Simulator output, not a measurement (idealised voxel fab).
process module | voxel capacitor over wiring
cross-section cut | 240 nm wide | cells 5 nm
A cross-section is a grid of square cells, given in bands from the top down. A band is one or more rows of cells.
Each band's line starts with the height of the band's top and of its bottom, in nm. Then come its materials from left to right, each with its width in nm. One material with "throughout" fills the band from edge to edge. "air" is empty space.
Height 0 is the level under which the wafer as received is all one material. The lowest band goes on downwards, as in "0 down".
A width such as "30 to 40" changes by the same amount from each row of cells to the next, from the band's top row to its bottom row.
"no change" after a step means that no cell of the cross-section changed.
closed voids: empty space of 8 cells or more with no open way to the top, each as width x height at its distance from the left edge, in nm
after a step's settings: what the simulator itself notes on the step
overlay nm, on a step with a mask: how far to the right of its planned place the mask lay; to the left if negative
plan
1 op RECEIVE | material Si
2 op CONFORMAL_DEP | material SiO2 | thk nm 10
3 op DIRECTIONAL_DEP | material TiN | thk nm 5
4 op DIRECTIONAL_DEP | material W | thk nm 15
5 op DIRECTIONAL_DEP | material aC | thk nm 10
6 op PATTERN | tone cover | mask id METAL_1 | material resist | width nm 30 | pitch nm 95 | thk nm 25 | overlay nm 0
7 op DIRECTIONAL_ETCH | etch materials aC | depth nm 10
8 op STRIP | etch materials resist
9 op DIRECTIONAL_ETCH | etch materials W | depth nm 15
10 op DIRECTIONAL_ETCH | etch materials TiN | depth nm 5
11 op STRIP | etch materials aC
12 op CONFORMAL_DEP | material SiN | thk nm 5
13 op FILL_DEP | material lowk | thk nm 5
14 op CMP | height nm 30
15 op CONFORMAL_DEP | material SiCN | thk nm 5
16 op DIRECTIONAL_DEP | material lowk | thk nm 10
17 op PATTERN | tone open | mask id PLUG_1 | material resist | width nm 15 | thk nm 20 | overlay nm 0
18 op DIRECTIONAL_ETCH | etch materials lowk | depth nm 10
19 op DIRECTIONAL_ETCH | etch materials SiCN | depth nm 5
20 op STRIP | etch materials resist
21 op CONFORMAL_DEP | material TiN | thk nm 5
22 op FILL_DEP | material Ru | thk nm 5
23 op CMP | height nm 45
24 op DIRECTIONAL_DEP | material TiN | thk nm 5
25 op DIRECTIONAL_DEP | material Al2O3 | thk nm 5
26 op DIRECTIONAL_DEP | material TiN | thk nm 5
27 op DIRECTIONAL_DEP | material aC | thk nm 15
28 op PATTERN | tone cover | mask id UPPER_PLATE | material resist | width nm 70 | thk nm 35 | overlay nm 0
29 op DIRECTIONAL_ETCH | etch materials aC | depth nm 15
30 op STRIP | etch materials resist
31 op DIRECTIONAL_ETCH | etch materials TiN | depth nm 5
32 op DIRECTIONAL_ETCH | etch materials Al2O3 | depth nm 5
33 op STRIP | etch materials aC
34 op MASKED_ETCH | tone cover | mask id LOWER_PLATE | width nm 80 | etch materials TiN | depth nm 5 | overlay nm 0
35 op FILL_DEP | material SiO2 | thk nm 20
36 op CMP | height nm 75
37 op MASKED_ETCH | tone open | mask id PLUG_2 | width nm 15 | etch materials SiO2 | depth nm 15 | overlay nm 0
38 op CONFORMAL_DEP | material TiN | thk nm 5
39 op FILL_DEP | material Ru | thk nm 5
40 op CMP | height nm 75
41 op CONFORMAL_DEP | material SiN | thk nm 5
first wafer, as planned
as received, after step 1
  0 down: Si throughout
  closed voids: none
after step 2
  10 to 0: SiO2 throughout
  below 0: unchanged
after step 3
  15 to 10: TiN throughout
  below 10: unchanged
after step 4
  30 to 15: W throughout
  below 15: unchanged
after step 5
  40 to 30: aC throughout
  below 30: unchanged
after step 6
  65 to 40: air 55 | resist 30 | air 65 | resist 30 | air 60
  below 40: unchanged
after step 7
  55 to 40: air 55 | resist 30 | air 65 | resist 30 | air 60
  40 to 30: air 55 | aC 30 | air 65 | aC 30 | air 60
  below 30: unchanged
after step 8
  40 to 30: air 55 | aC 30 | air 65 | aC 30 | air 60
  below 30: unchanged
after step 9
  40 to 30: air 55 | aC 30 | air 65 | aC 30 | air 60
  30 to 15: air 55 | W 30 | air 65 | W 30 | air 60
  below 15: unchanged
after step 10
  40 to 30: air 55 | aC 30 | air 65 | aC 30 | air 60
  30 to 15: air 55 | W 30 | air 65 | W 30 | air 60
  15 to 10: air 55 | TiN 30 | air 65 | TiN 30 | air 60
  below 10: unchanged
after step 11
  30 to 15: air 55 | W 30 | air 65 | W 30 | air 60
  below 15: unchanged
after step 12
  35 to 30: air 50 | SiN 40 | air 55 | SiN 40 | air 55
  30 to 15: air 50 | SiN 5 | W 30 | SiN 5 | air 55 | SiN 5 | W 30 | SiN 5 | air 55
  15 to 10: SiN 55 | TiN 30 | SiN 65 | TiN 30 | SiN 60
  below 10: unchanged
after step 13
  40 to 35: lowk throughout
  35 to 30: lowk 50 | SiN 40 | lowk 55 | SiN 40 | lowk 55
  30 to 15: lowk 50 | SiN 5 | W 30 | SiN 5 | lowk 55 | SiN 5 | W 30 | SiN 5 | lowk 55
  below 15: unchanged
after step 14
  30 to 15: lowk 50 | SiN 5 | W 30 | SiN 5 | lowk 55 | SiN 5 | W 30 | SiN 5 | lowk 55
  below 15: unchanged
after step 15
  35 to 30: SiCN throughout
  below 30: unchanged
after step 16
  45 to 35: lowk throughout
  below 35: unchanged
after step 17
  65 to 45: resist 70 | air 15 | resist 155
  below 45: unchanged
after step 18
  65 to 45: resist 70 | air 15 | resist 155
  45 to 35: lowk 70 | air 15 | lowk 155
  below 35: unchanged
after step 19
  65 to 45: resist 70 | air 15 | resist 155
  45 to 35: lowk 70 | air 15 | lowk 155
  35 to 30: SiCN 70 | air 15 | SiCN 155
  below 30: unchanged
after step 20
  45 to 35: lowk 70 | air 15 | lowk 155
  below 35: unchanged
after step 21
  50 to 45: TiN 75 | air 5 | TiN 160
  45 to 35: lowk 70 | TiN 5 | air 5 | TiN 5 | lowk 155
  35 to 30: SiCN 70 | TiN 15 | SiCN 155
  below 30: unchanged
after step 22
  55 to 50: Ru throughout
  50 to 45: TiN 75 | Ru 5 | TiN 160
  45 to 35: lowk 70 | TiN 5 | Ru 5 | TiN 5 | lowk 155
  below 35: unchanged
after step 23
  45 to 35: lowk 70 | TiN 5 | Ru 5 | TiN 5 | lowk 155
  below 35: unchanged
after step 24
  50 to 45: TiN throughout
  below 45: unchanged
after step 25
  55 to 50: Al2O3 throughout
  below 50: unchanged
after step 26
  60 to 55: TiN throughout
  below 55: unchanged
after step 27
  75 to 60: aC throughout
  below 60: unchanged
after step 28
  110 to 75: air 70 | resist 70 | air 100
  below 75: unchanged
after step 29
  95 to 75: air 70 | resist 70 | air 100
  75 to 60: air 70 | aC 70 | air 100
  below 60: unchanged
after step 30
  75 to 60: air 70 | aC 70 | air 100
  below 60: unchanged
after step 31
  75 to 60: air 70 | aC 70 | air 100
  60 to 55: air 70 | TiN 70 | air 100
  below 55: unchanged
after step 32
  75 to 60: air 70 | aC 70 | air 100
  60 to 55: air 70 | TiN 70 | air 100
  55 to 50: air 70 | Al2O3 70 | air 100
  below 50: unchanged
after step 33
  60 to 55: air 70 | TiN 70 | air 100
  below 55: unchanged
after step 34
  60 to 55: air 70 | TiN 70 | air 100
  55 to 50: air 70 | Al2O3 70 | air 100
  50 to 45: air 65 | TiN 80 | air 95
  below 45: unchanged
after step 35
  80 to 60: SiO2 throughout
  60 to 55: SiO2 70 | TiN 70 | SiO2 100
  55 to 50: SiO2 70 | Al2O3 70 | SiO2 100
  50 to 45: SiO2 65 | TiN 80 | SiO2 95
  below 45: unchanged
after step 36
  75 to 60: SiO2 throughout
  below 60: unchanged
after step 37
  75 to 60: SiO2 80 | air 15 | SiO2 145
  below 60: unchanged
after step 38
  80 to 75: TiN 85 | air 5 | TiN 150
  75 to 65: SiO2 80 | TiN 5 | air 5 | TiN 5 | SiO2 145
  65 to 55: SiO2 80 to 70 | TiN 15 to 70 | SiO2 145 to 100
  below 55: unchanged
after step 39
  85 to 80: Ru throughout
  80 to 75: TiN 85 | Ru 5 | TiN 150
  75 to 65: SiO2 80 | TiN 5 | Ru 5 | TiN 5 | SiO2 145
  below 65: unchanged
after step 40
  75 to 65: SiO2 80 | TiN 5 | Ru 5 | TiN 5 | SiO2 145
  below 65: unchanged
after step 41
  80 to 75: SiN throughout
  below 75: unchanged
second wafer: like start, like plan, one mistake. Through step 31 it matches the first wafer
when step 32 should have ended
  75 to 60: air 70 | aC 70 | air 100
  60 to 55: air 70 | TiN 70 | air 100
  55 to 50: air 70 | Al2O3 70 | air 100
  below 50: unchanged
when step 33 should have ended
  60 to 55: air 70 | TiN 70 | air 100
  below 55: unchanged
when step 34 should have ended
  60 to 55: air 70 | TiN 70 | air 100
  55 to 50: air 70 | Al2O3 70 | air 100
  50 to 45: air 65 | TiN 80 | air 95
  below 45: unchanged
when step 35 should have ended
  80 to 60: SiO2 throughout
  60 to 55: SiO2 70 | TiN 70 | SiO2 100
  55 to 50: SiO2 70 | Al2O3 70 | SiO2 100
  50 to 45: SiO2 65 | TiN 80 | SiO2 95
  below 45: unchanged
when step 36 should have ended
  75 to 60: SiO2 throughout
  below 60: unchanged
when step 37 should have ended
  75 to 60: SiO2 80 | air 15 | SiO2 145
  below 60: unchanged
when step 38 should have ended
  80 to 75: TiN 85 | air 5 | TiN 150
  75 to 65: SiO2 80 | TiN 5 | air 5 | TiN 5 | SiO2 145
  65 to 55: SiO2 80 to 70 | TiN 15 to 70 | SiO2 145 to 100
  below 55: unchanged
when step 39 should have ended
  85 to 80: Ru throughout
  80 to 75: TiN 85 | Ru 5 | TiN 150
  75 to 65: SiO2 80 | TiN 5 | Ru 5 | TiN 5 | SiO2 145
  below 65: unchanged
when step 40 should have ended
  75 to 65: SiO2 80 | TiN 5 | Ru 5 | TiN 5 | SiO2 145
  below 65: unchanged
when step 41 should have ended
  80 to 75: SiN throughout
  below 75: unchanged
what went wrong: step 32 was run twice
at the end the two cross-sections are the same: no effect in what this model computes
